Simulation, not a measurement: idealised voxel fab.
Process module, titled voxel self aligned contacts
Square cell edge 5 nm, section width 215 nm, ID cut.
Format of a cross-section: grid, square cells. Given as bands. Order: top down. Band: one or more rows of cells. Within each band entry, the heights of the top and of the bottom of the band appear first, in that order and in nm; the materials of the band then follow from left to right, each with its corresponding width in nm. The designation "full width" on a single material indicates that it fills the band from edge to edge; the designation "air" indicates empty space. Height 0 is the level under which the wafer as received is all one material. The lowest band goes on downwards, as in "top 0, no bottom". Quick explanation for "30 to 40": the width changes in equal steps down the rows of cells, from the first number in the band's top row to the second number in its bottom row. "all unchanged" (step): cross-section cells unchanged, all of them. Listed in "Enclosed voids": every empty space of 8 or more cells without an open way to the top. Form: width x height at distance, the distance being from the left edge, all in nm. On a step's line, text after the settings is the simulator commenting on that step. Regarding "overlay nm": on a step with a mask, it is the distance the mask lay to the right of its planned place; a negative value places it to the left.
Plan
1. RECEIVE,material Si
2. OXIDIZE,depth nm 5
3. DIRECTIONAL_DEP,material polySi,thk nm 25
4. DIRECTIONAL_DEP,material SiN,thk nm 15
5. PATTERN,tone cover,mask id GATE,material resist,width nm 35,pitch nm 65,thk nm 20,overlay nm 0
6. DIRECTIONAL_ETCH,etch materials SiN,depth nm 15
7. DIRECTIONAL_ETCH,etch materials polySi,depth nm 25
8. STRIP,etch materials resist
9. CONFORMAL_DEP,material SiN,thk nm 5
10. DIRECTIONAL_ETCH,etch materials SiN,depth nm 5
11. FILL_DEP,material SiO2,thk nm 15
12. CMP,height nm 45
13. MASKED_ETCH,tone open,mask id CONTACT,width nm 40,etch materials SiO2,depth nm 50,overlay nm 0
14. CONFORMAL_DEP,material TiN,thk nm 5
15. FILL_DEP,material Ru,thk nm 10
16. CMP,height nm 45
17. CONFORMAL_DEP,material SiCN,thk nm 5
The first wafer of two, processed as planned
Incoming wafer, cross-sectional view, post step 1
* top 0, no bottom | Si full width
* Enclosed voids: none
Wafer section view after processing step 2
* top 0, bottom -5 | SiO2 full width
* All layers under -5 are left as they were.
Wafer section view after processing step 3
* top 25, bottom 0 | polySi full width
* All layers under 0 are left as they were.
Wafer section view after processing step 4
* top 40, bottom 25 | SiN full width
* All layers under 25 are left as they were.
Wafer section view after processing step 5
* top 60, bottom 40 | air 55 nm, resist 35 nm, air 30 nm, resist 35 nm, air 60 nm
* All layers under 40 are left as they were.
Wafer section view after processing step 6
* top 60, bottom 40 | air 55 nm, resist 35 nm, air 30 nm, resist 35 nm, air 60 nm
* top 40, bottom 25 | air 55 nm, SiN 35 nm, air 30 nm, SiN 35 nm, air 60 nm
* All layers under 25 are left as they were.
Wafer section view after processing step 7
* top 60, bottom 40 | air 55 nm, resist 35 nm, air 30 nm, resist 35 nm, air 60 nm
* top 40, bottom 25 | air 55 nm, SiN 35 nm, air 30 nm, SiN 35 nm, air 60 nm
* top 25, bottom 0 | air 55 nm, polySi 35 nm, air 30 nm, polySi 35 nm, air 60 nm
* All layers under 0 are left as they were.
Wafer section view after processing step 8
* top 40, bottom 25 | air 55 nm, SiN 35 nm, air 30 nm, SiN 35 nm, air 60 nm
* All layers under 25 are left as they were.
Wafer section view after processing step 9
* top 45, bottom 25 | air 50 nm, SiN 45 nm, air 20 nm, SiN 45 nm, air 55 nm
* top 25, bottom 5 | air 50 nm, SiN 5 nm, polySi 35 nm, SiN 5 nm, air 20 nm, SiN 5 nm, polySi 35 nm, SiN 5 nm, air 55 nm
* top 5, bottom 0 | SiN 55 nm, polySi 35 nm, SiN 30 nm, polySi 35 nm, SiN 60 nm
* All layers under 0 are left as they were.
Wafer section view after processing step 10
* top 40, bottom 25 | air 50 nm, SiN 45 nm, air 20 nm, SiN 45 nm, air 55 nm
* top 25, bottom 0 | air 50 nm, SiN 5 nm, polySi 35 nm, SiN 5 nm, air 20 nm, SiN 5 nm, polySi 35 nm, SiN 5 nm, air 55 nm
* All layers under 0 are left as they were.
Wafer section view after processing step 11
* top 55, bottom 40 | SiO2 full width
* top 40, bottom 25 | SiO2 50 nm, SiN 45 nm, SiO2 20 nm, SiN 45 nm, SiO2 55 nm
* top 25, bottom 0 | SiO2 50 nm, SiN 5 nm, polySi 35 nm, SiN 5 nm, SiO2 20 nm, SiN 5 nm, polySi 35 nm, SiN 5 nm, SiO2 55 nm
* All layers under 0 are left as they were.
Wafer section view after processing step 12
* top 45, bottom 40 | SiO2 full width
* All layers under 40 are left as they were.
Wafer section view after processing step 13
* top 45, bottom 40 | SiO2 85 nm, air 40 nm, SiO2 90 nm
* top 40, bottom 25 | SiO2 50 nm, SiN 45 nm, air 20 nm, SiN 45 nm, SiO2 55 nm
* top 25, bottom 0 | SiO2 50 nm, SiN 5 nm, polySi 35 nm, SiN 5 nm, air 20 nm, SiN 5 nm, polySi 35 nm, SiN 5 nm, SiO2 55 nm
* top 0, bottom -5 | SiO2 95 nm, air 20 nm, SiO2 100 nm
* All layers under -5 are left as they were.
Wafer section view after processing step 14
* top 50, bottom 45 | TiN 90 nm, air 30 nm, TiN 95 nm
* top 45, bottom 40 | SiO2 85 nm, TiN 15 nm, air 10 nm, TiN 15 nm, SiO2 90 nm
* top 40, bottom 25 | SiO2 50 nm, SiN 45 nm, TiN 5 nm, air 10 nm, TiN 5 nm, SiN 45 nm, SiO2 55 nm
* top 25, bottom 0 | SiO2 50 nm, SiN 5 nm, polySi 35 nm, SiN 5 nm, TiN 5 nm, air 10 nm, TiN 5 nm, SiN 5 nm, polySi 35 nm, SiN 5 nm, SiO2 55 nm
* top 0, bottom -5 | SiO2 95 nm, TiN 20 nm, SiO2 100 nm
* All layers under -5 are left as they were.
Wafer section view after processing step 15
* top 60, bottom 50 | Ru full width
* top 50, bottom 45 | TiN 90 nm, Ru 30 nm, TiN 95 nm
* top 45, bottom 40 | SiO2 85 nm, TiN 15 nm, Ru 10 nm, TiN 15 nm, SiO2 90 nm
* top 40, bottom 25 | SiO2 50 nm, SiN 45 nm, TiN 5 nm, Ru 10 nm, TiN 5 nm, SiN 45 nm, SiO2 55 nm
* top 25, bottom 0 | SiO2 50 nm, SiN 5 nm, polySi 35 nm, SiN 5 nm, TiN 5 nm, Ru 10 nm, TiN 5 nm, SiN 5 nm, polySi 35 nm, SiN 5 nm, SiO2 55 nm
* All layers under 0 are left as they were.
Wafer section view after processing step 16
* top 45, bottom 40 | SiO2 85 nm, TiN 15 nm, Ru 10 nm, TiN 15 nm, SiO2 90 nm
* All layers under 40 are left as they were.
Wafer section view after processing step 17
* top 50, bottom 45 | SiCN full width
* All layers under 45 are left as they were.
Second wafer: same start and same plan as the first, one execution error; identical to the first through step 2
When step 3 should have ended
* top 50, bottom 0 | polySi full width
* All layers under 0 are left as they were.
When step 4 should have ended
* top 65, bottom 50 | SiN full width
* All layers under 50 are left as they were.
When step 5 should have ended
* top 85, bottom 65 | air 55 nm, resist 35 nm, air 30 nm, resist 35 nm, air 60 nm
* All layers under 65 are left as they were.
When step 6 should have ended
* top 85, bottom 65 | air 55 nm, resist 35 nm, air 30 nm, resist 35 nm, air 60 nm
* top 65, bottom 50 | air 55 nm, SiN 35 nm, air 30 nm, SiN 35 nm, air 60 nm
* All layers under 50 are left as they were.
When step 7 should have ended
* top 85, bottom 65 | air 55 nm, resist 35 nm, air 30 nm, resist 35 nm, air 60 nm
* top 65, bottom 50 | air 55 nm, SiN 35 nm, air 30 nm, SiN 35 nm, air 60 nm
* top 50, bottom 25 | air 55 nm, polySi 35 nm, air 30 nm, polySi 35 nm, air 60 nm
* All layers under 25 are left as they were.
When step 8 should have ended
* top 65, bottom 50 | air 55 nm, SiN 35 nm, air 30 nm, SiN 35 nm, air 60 nm
* All layers under 50 are left as they were.
When step 9 should have ended
* top 70, bottom 50 | air 50 nm, SiN 45 nm, air 20 nm, SiN 45 nm, air 55 nm
* top 50, bottom 30 | air 50 nm, SiN 5 nm, polySi 35 nm, SiN 5 nm, air 20 nm, SiN 5 nm, polySi 35 nm, SiN 5 nm, air 55 nm
* top 30, bottom 25 | SiN 55 nm, polySi 35 nm, SiN 30 nm, polySi 35 nm, SiN 60 nm
* All layers under 25 are left as they were.
When step 10 should have ended
* top 65, bottom 50 | air 50 nm, SiN 45 nm, air 20 nm, SiN 45 nm, air 55 nm
* top 50, bottom 25 | air 50 nm, SiN 5 nm, polySi 35 nm, SiN 5 nm, air 20 nm, SiN 5 nm, polySi 35 nm, SiN 5 nm, air 55 nm
* All layers under 25 are left as they were.
When step 11 should have ended
* top 80, bottom 65 | SiO2 full width
* top 65, bottom 50 | SiO2 50 nm, SiN 45 nm, SiO2 20 nm, SiN 45 nm, SiO2 55 nm
* top 50, bottom 25 | SiO2 50 nm, SiN 5 nm, polySi 35 nm, SiN 5 nm, SiO2 20 nm, SiN 5 nm, polySi 35 nm, SiN 5 nm, SiO2 55 nm
* All layers under 25 are left as they were.
When step 12 should have ended
* top 45, bottom 25 | SiO2 50 nm, SiN 5 nm, polySi 35 nm, SiN 5 nm, SiO2 20 nm, SiN 5 nm, polySi 35 nm, SiN 5 nm, SiO2 55 nm
* All layers under 25 are left as they were.
When step 13 should have ended
* top 45, bottom 25 | SiO2 50 nm, SiN 5 nm, polySi 35 nm, SiN 5 nm, air 20 nm, SiN 5 nm, polySi 35 nm, SiN 5 nm, SiO2 55 nm
* All layers under 25 are left as they were.
When step 14 should have ended
* top 50, bottom 45 | TiN 100 nm, air 10 nm, TiN 105 nm
* top 45, bottom 30 | SiO2 50 nm, SiN 5 nm, polySi 35 nm, SiN 5 nm, TiN 5 nm, air 10 nm, TiN 5 nm, SiN 5 nm, polySi 35 nm, SiN 5 nm, SiO2 55 nm
* top 30, bottom 25 | SiO2 50 nm, SiN 5 nm, polySi 35 nm, SiN 5 nm, TiN 20 nm, SiN 5 nm, polySi 35 nm, SiN 5 nm, SiO2 55 nm
* All layers under 25 are left as they were.
When step 15 should have ended
* top 60, bottom 50 | Ru full width
* top 50, bottom 45 | TiN 100 nm, Ru 10 nm, TiN 105 nm
* top 45, bottom 30 | SiO2 50 nm, SiN 5 nm, polySi 35 nm, SiN 5 nm, TiN 5 nm, Ru 10 nm, TiN 5 nm, SiN 5 nm, polySi 35 nm, SiN 5 nm, SiO2 55 nm
* All layers under 30 are left as they were.
When step 16 should have ended
* top 45, bottom 30 | SiO2 50 nm, SiN 5 nm, polySi 35 nm, SiN 5 nm, TiN 5 nm, Ru 10 nm, TiN 5 nm, SiN 5 nm, polySi 35 nm, SiN 5 nm, SiO2 55 nm
* All layers under 30 are left as they were.
When step 17 should have ended
* top 50, bottom 45 | SiCN full width
* All layers under 45 are left as they were.
Processing error: execution of plan step 3 occurred twice
Looking at both finished wafers in cells, the second ends up ahead of or behind the first on some materials: Ru: 12 fewer, SiN: 58 fewer, SiO2: 115 fewer, TiN: 16 fewer, polySi: 201 more
